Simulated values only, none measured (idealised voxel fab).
Proc. module: voxel released beams
Pictured: cross-section cut, 285 nm wide, on a grid of 5 nm square cells.
Cross-section layout: square cells on a grid; listed as bands, top to bottom; a band spans one or more cell rows. First you get the band's top height and its bottom height, in nm, and then the materials it's made of, left to right, with each width in nm. If you see a single material with "all across", that one covers the band edge to edge. "blank" is empty space. Height 0 is the level under which the wafer as received is all one material. The lowest band goes on downwards, as in "0..down". A two-number width, for instance "30..40", indicates that the width is equal to the first number in the top row of the band and to the second number in the bottom row, and that it changes by a constant amount per row of cells. It should be understood that the words "no modifications", when stated for a given step, signify that the cross-section underwent no change in any of its cells during that step. Basically, "Entrapped void list" tells you about the enclosed voids: empty spaces with no open way to the top, 8 cells or bigger, each written width x height at distance, where distance is from the left edge, all in nm. after a step's settings: what the simulator itself notes on the step. overlay nm: mask right of planned place by this much (step with mask). Neg. = left.

-- Planned step list for the process
1: RECEIVE,material Si
2: CONFORMAL_DEP,material SiN,thk nm 5
3: DIRECTIONAL_DEP,material SiO2,thk nm 20
4: MASKED_ETCH,tone open,mask id ANCHOR,width nm 45,etch materials SiO2,depth nm 20,overlay nm 0
5: CONFORMAL_DEP,material polySi,thk nm 15
6: DIRECTIONAL_DEP,material aC,thk nm 10
7: PATTERN,tone cover,mask id BEAM,material resist,width nm 95,thk nm 30,overlay nm 0
8: DIRECTIONAL_ETCH,etch materials aC,depth nm 10
9: STRIP,etch materials resist
10: DIRECTIONAL_ETCH,etch materials polySi,depth nm 15
11: STRIP,etch materials aC
12: STRIP,etch materials SiO2

-- First out of two wafers; run went to plan

-- Cross-section, incoming material, after step 1
- 0..down  Si all across
- Entrapped void list: none

-- The wafer in cross-section once step 2 is complete
- 5..0  SiN all across
- No changes below 0.

-- The wafer in cross-section once step 3 is complete
- 25..5  SiO2 all across
- No changes below 5.

-- The wafer in cross-section once step 4 is complete
- 25..5  SiO2 (95), then blank (45), then SiO2 (145)
- No changes below 5.

-- The wafer in cross-section once step 5 is complete
- 40..25  polySi (110), then blank (15), then polySi (160)
- 25..20  SiO2 (95), then polySi (15), then blank (15), then polySi (15), then SiO2 (145)
- 20..5  SiO2 (95), then polySi (45), then SiO2 (145)
- No changes below 5.

-- The wafer in cross-section once step 6 is complete
- 50..40  aC (110), then blank (15), then aC (160)
- 40..30  polySi (110), then blank (15), then polySi (160)
- 30..25  polySi (110), then aC (15), then polySi (160)
- 25..20  SiO2 (95), then polySi (15), then aC (15), then polySi (15), then SiO2 (145)
- No changes below 20.

-- The wafer in cross-section once step 7 is complete
- 80..50  blank (90), then resist (95), then blank (100)
- 50..40  aC (110), then resist (15), then aC (160)
- 40..30  polySi (110), then resist (15), then polySi (160)
- No changes below 30.

-- The wafer in cross-section once step 8 is complete
- 70..50  blank (90), then resist (95), then blank (100)
- 50..40  blank (90), then aC (20), then resist (15), then aC (60), then blank (100)
- No changes below 40.

-- The wafer in cross-section once step 9 is complete
- 50..40  blank (90), then aC (20), then blank (15), then aC (60), then blank (100)
- 40..30  polySi (110), then blank (15), then polySi (160)
- No changes below 30.

-- The wafer in cross-section once step 10 is complete
- 50..40  blank (90), then aC (20), then blank (15), then aC (60), then blank (100)
- 40..30  blank (90), then polySi (20), then blank (15), then polySi (60), then blank (100)
- 30..25  blank (90), then polySi (20), then aC (15), then polySi (60), then blank (100)
- No changes below 25.

-- The wafer in cross-section once step 11 is complete
- 40..25  blank (90), then polySi (20), then blank (15), then polySi (60), then blank (100)
- 25..20  SiO2 (95), then polySi (15), then blank (15), then polySi (15), then SiO2 (145)
- No changes below 20.

-- The wafer in cross-section once step 12 is complete
- 40..25  blank (90), then polySi (20), then blank (15), then polySi (60), then blank (100)
- 25..20  blank (95), then polySi (15), then blank (15), then polySi (15), then blank (145)
- 20..5  blank (95), then polySi (45), then blank (145)
- No changes below 5.

-- Second wafer, same starting conditions and recipe as the first, one mistake in executing it, nothing differs from the first up to and including step 4

-- Cross-section: second wafer, time at which step 5 was scheduled to end
- 55..25  polySi all across
- 25..5  SiO2 (95), then polySi (45), then SiO2 (145)
- No changes below 5.

-- Cross-section: second wafer, time at which step 6 was scheduled to end
- 65..55  aC all across
- No changes below 55.

-- Cross-section: second wafer, time at which step 7 was scheduled to end
- 95..65  blank (90), then resist (95), then blank (100)
- No changes below 65.

-- Cross-section: second wafer, time at which step 8 was scheduled to end
- 85..65  blank (90), then resist (95), then blank (100)
- 65..55  blank (90), then aC (95), then blank (100)
- No changes below 55.

-- Cross-section: second wafer, time at which step 9 was scheduled to end
- 65..55  blank (90), then aC (95), then blank (100)
- No changes below 55.

-- Cross-section: second wafer, time at which step 10 was scheduled to end
- 65..55  blank (90), then aC (95), then blank (100)
- 55..40  blank (90), then polySi (95), then blank (100)
- No changes below 40.

-- Cross-section: second wafer, time at which step 11 was scheduled to end
- 55..40  blank (90), then polySi (95), then blank (100)
- No changes below 40.

Cross-section: second wafer, time at which step 12 was scheduled to end: no modifications
Nonconformance to the process plan: the plan's step 5 ran twice
Wafer comparison, final, in cells, second relative to first, materials more or fewer: SiO2: 192 more, polySi: 183 more
